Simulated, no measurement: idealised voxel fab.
voxel ribs on slabs: a process module
We display cut, a cross-section 205 nm in width whose square cells are each 5 nm.
How to read a cross-section here: the picture is a grid of square cells, written as bands going from the top down, and any band can span one or more rows of cells.
In this notation a band is specified by the heights of its top and bottom, in that order and in nm, after which its materials appear from left to right, each paired with its width in nm. The word "everywhere" attached to a single material means that material fills the band from edge to edge; the word "empty" stands for empty space.
Counting heights begins at 0, where everything beneath is, in the wafer as received, one material. The lowest band has no bottom; it goes on downwards, as "from 0 down" shows.
Top row gets the first number, bottom row gets the second, and each row in between changes by the same step: that is how a band width like "30..40" works.
Where a step carries "remains unaltered", the cross-section came out of it unchanged, cell for cell.
You'll see "Fully sealed voids" listing empty spaces that have no way open to the top, as long as they're 8 cells or more; the notation is width x height at distance, where the distance is from the left edge, and all of it is in nm.
Read whatever lies past the settings on a step's line as the simulator's own remark about the step.
overlay nm: mask right of planned place by this much (step with mask). Neg. = left.
Intended process steps
1: RECEIVE,material Si
2: DIRECTIONAL_DEP,material SiO2,thk nm 30
3: DIRECTIONAL_DEP,material polySi,thk nm 25
4: MASKED_ETCH,tone cover,mask id RIB,width nm 30,etch materials polySi,depth nm 5,overlay nm 0
5: DIRECTIONAL_DEP,material aC,thk nm 15
6: PATTERN,tone cover,mask id SLAB,material resist,width nm 70,thk nm 35,overlay nm 0
7: DIRECTIONAL_ETCH,etch materials aC,depth nm 15
8: STRIP,etch materials resist
9: DIRECTIONAL_ETCH,etch materials polySi,depth nm 20
10: STRIP,etch materials aC
11: FILL_DEP,material SiO2,thk nm 25
12: CMP,height nm 70
13: DIRECTIONAL_DEP,material W,thk nm 10
14: MASKED_ETCH,tone cover,mask id HEATER,width nm 30,etch materials W,depth nm 10,overlay nm 0
15: CONFORMAL_DEP,material SiN,thk nm 5
The plan's step 14 width nm is the first wafer's value; the wafers differ in this setting and start identical.
Cross-section: the first of several wafers in its as-received state, i.e. following step 1
  from 0 down = Si everywhere
  Fully sealed voids: none
Cross-section of the first of several wafers, taken after step 15, where the module ends
  from 85 to 80 = empty=80 | SiN=40 | empty=85
  from 80 to 75 = empty=80 | SiN=5 | W=30 | SiN=5 | empty=85
  from 75 to 70 = SiN=85 | W=30 | SiN=90
  from 70 to 55 = SiO2 everywhere
  from 55 to 50 = SiO2=85 | polySi=30 | SiO2=90
  from 50 to 30 = SiO2=65 | polySi=70 | SiO2=70
  from 30 to 0 = SiO2 everywhere
  from 0 down = Si everywhere
  Fully sealed voids: none
At the end of the module, the last of several wafers in cross-section
  from 85 to 80 = empty=70 | SiN=65 | empty=70
  from 80 to 75 = empty=70 | SiN=5 | W=55 | SiN=5 | empty=70
  from 75 to 70 = SiN=75 | W=55 | SiN=75
  from 70 to 55 = SiO2 everywhere
  from 55 to 50 = SiO2=85 | polySi=30 | SiO2=90
  from 50 to 30 = SiO2=65 | polySi=70 | SiO2=70
  from 30 to 0 = SiO2 everywhere
  from 0 down = Si everywhere
  Fully sealed voids: none
Gained (+) or lost (-) cells of each material since receipt, then closed voids: one row per wafer, at the end of the module
width nm 30; +45 SiN; +512 SiO2; +12 W; +62 polySi; Fully sealed voids: none
width nm 35; +45 SiN; +512 SiO2; +14 W; +62 polySi; Fully sealed voids: none
width nm 40; +45 SiN; +512 SiO2; +16 W; +62 polySi; Fully sealed voids: none
width nm 45; +45 SiN; +512 SiO2; +18 W; +62 polySi; Fully sealed voids: none
width nm 50; +45 SiN; +512 SiO2; +20 W; +62 polySi; Fully sealed voids: none
width nm 55; +45 SiN; +512 SiO2; +22 W; +62 polySi; Fully sealed voids: none
